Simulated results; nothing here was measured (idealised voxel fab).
Process module, titled voxel self aligned vias
Square cell edge 5 nm, section width 205 nm, ID cut.
How to read a cross-section here: the picture is a grid of square cells, written as bands going from the top down, and any band can span one or more rows of cells. Band: top and bottom heights (nm) first, top before bottom; then materials from left to right, widths in nm. "all across" marks a sole material filling the band edge to edge. "blank" denotes empty space. For the purposes of this specification, 0 denotes the height below which the wafer in its as-received condition is composed wholly of one material, and the lowermost band, lacking a lower limit, extends downward without end, as expressed in "0 nm and below". A two-number width, for instance "30 to 40", indicates that the width is equal to the first number in the top row of the band and to the second number in the bottom row, and that it changes by a constant amount per row of cells. Reading "remains unaltered" for a step: not a cell of the cross-section changed in it. Empty spaces counting at least 8 cells and having no open way to the top are listed in "Entrapped voids". The notation width x height at distance is used for each, the distance being from the left edge and all three values in nm. Step line, after settings: the simulator's comment on this step. "overlay nm", when on a step's line for a step with a mask, measures how far to the right of its planned place the mask lay; a negative measure means to the left.

The process steps that were planned are listed below
1. op RECEIVE | material Si
2. op CONFORMAL_DEP | material SiO2 | thk nm 10
3. op CONFORMAL_DEP | material SiCN | thk nm 5
4. op DIRECTIONAL_DEP | material lowk | thk nm 20
5. op DIRECTIONAL_DEP | material aC | thk nm 10
6. op PATTERN | tone open | mask id LINES | material resist | width nm 30 | pitch nm 80 | thk nm 30 | overlay nm 0
7. op DIRECTIONAL_ETCH | etch materials aC | depth nm 10
8. op STRIP | etch materials resist
9. op DIRECTIONAL_ETCH | etch materials lowk | depth nm 20
10. op STRIP | etch materials aC
11. op CONFORMAL_DEP | material TiN | thk nm 5
12. op FILL_DEP | material Ru | thk nm 5
13. op CMP | height nm 35
14. op SELECTIVE_ETCH | etch materials W Ru TiN | depth nm 10
15. op FILL_DEP | material SiN | thk nm 10
16. op CMP | height nm 35
17. op DIRECTIONAL_DEP | material lowk | thk nm 15
18. op DIRECTIONAL_DEP | material aC | thk nm 10
19. op PATTERN | tone open | mask id VIAS | material resist | width nm 50 | thk nm 30 | overlay nm 0
20. op DIRECTIONAL_ETCH | etch materials aC | depth nm 10
21. op STRIP | etch materials resist
22. op DIRECTIONAL_ETCH | etch materials lowk | depth nm 15
23. op DIRECTIONAL_ETCH | etch materials SiN | depth nm 10
24. op STRIP | etch materials aC
25. op CONFORMAL_DEP | material TiN | thk nm 5
26. op FILL_DEP | material W | thk nm 10
27. op CMP | height nm 50
28. op CONFORMAL_DEP | material SiN | thk nm 5

Step 1 complete: cross-section of the wafer as received
- 0 nm and below | Si all across
- Entrapped voids: none

Cross-section taken at module completion on the first of two wafers; processed per the plan
- 55 nm to 50 nm | SiN all across
- 50 nm to 40 nm | 35 lowk  5 TiN  40 W  5 TiN  120 lowk
- 40 nm to 35 nm | 35 lowk  15 TiN  20 W  15 TiN  120 lowk
- 35 nm to 30 nm | 45 lowk  5 TiN  20 W  5 TiN  50 lowk  30 SiN  50 lowk
- 30 nm to 25 nm | 45 lowk  30 TiN  50 lowk  30 SiN  50 lowk
- 25 nm to 20 nm | 45 lowk  5 TiN  20 Ru  5 TiN  50 lowk  5 TiN  20 Ru  5 TiN  50 lowk
- 20 nm to 15 nm | 45 lowk  30 TiN  50 lowk  30 TiN  50 lowk
- 15 nm to 10 nm | SiCN all across
- 10 nm to 0 nm | SiO2 all across
- 0 nm and below | Si all across
- Entrapped voids: none

Second wafer cross-section at end of module - shared start and plan with the first, one mistake in the run
- 55 nm to 50 nm | SiN all across
- 50 nm to 40 nm | 35 lowk  5 TiN  40 W  5 TiN  120 lowk
- 40 nm to 35 nm | 35 lowk  20 TiN  20 W  10 TiN  120 lowk
- 35 nm to 30 nm | 50 lowk  5 TiN  20 W  5 TiN  50 lowk  30 SiN  45 lowk
- 30 nm to 25 nm | 50 lowk  30 TiN  50 lowk  30 SiN  45 lowk
- 25 nm to 20 nm | 50 lowk  5 TiN  20 Ru  5 TiN  50 lowk  5 TiN  20 Ru  5 TiN  45 lowk
- 20 nm to 15 nm | 50 lowk  30 TiN  50 lowk  30 TiN  45 lowk
- 15 nm to 10 nm | SiCN all across
- 10 nm to 0 nm | SiO2 all across
- 0 nm and below | Si all across
- Entrapped voids: none
What was the processing mistake? step 6 was run on a setting that differed from the plan, and what really ran there is op PATTERN | tone open | mask id LINES | material resist | width nm 30 | pitch nm 80 | thk nm 30 | overlay nm 5
At the end, each material covers as many cells on the second wafer as it does on the first, though the cells it covers are elsewhere.
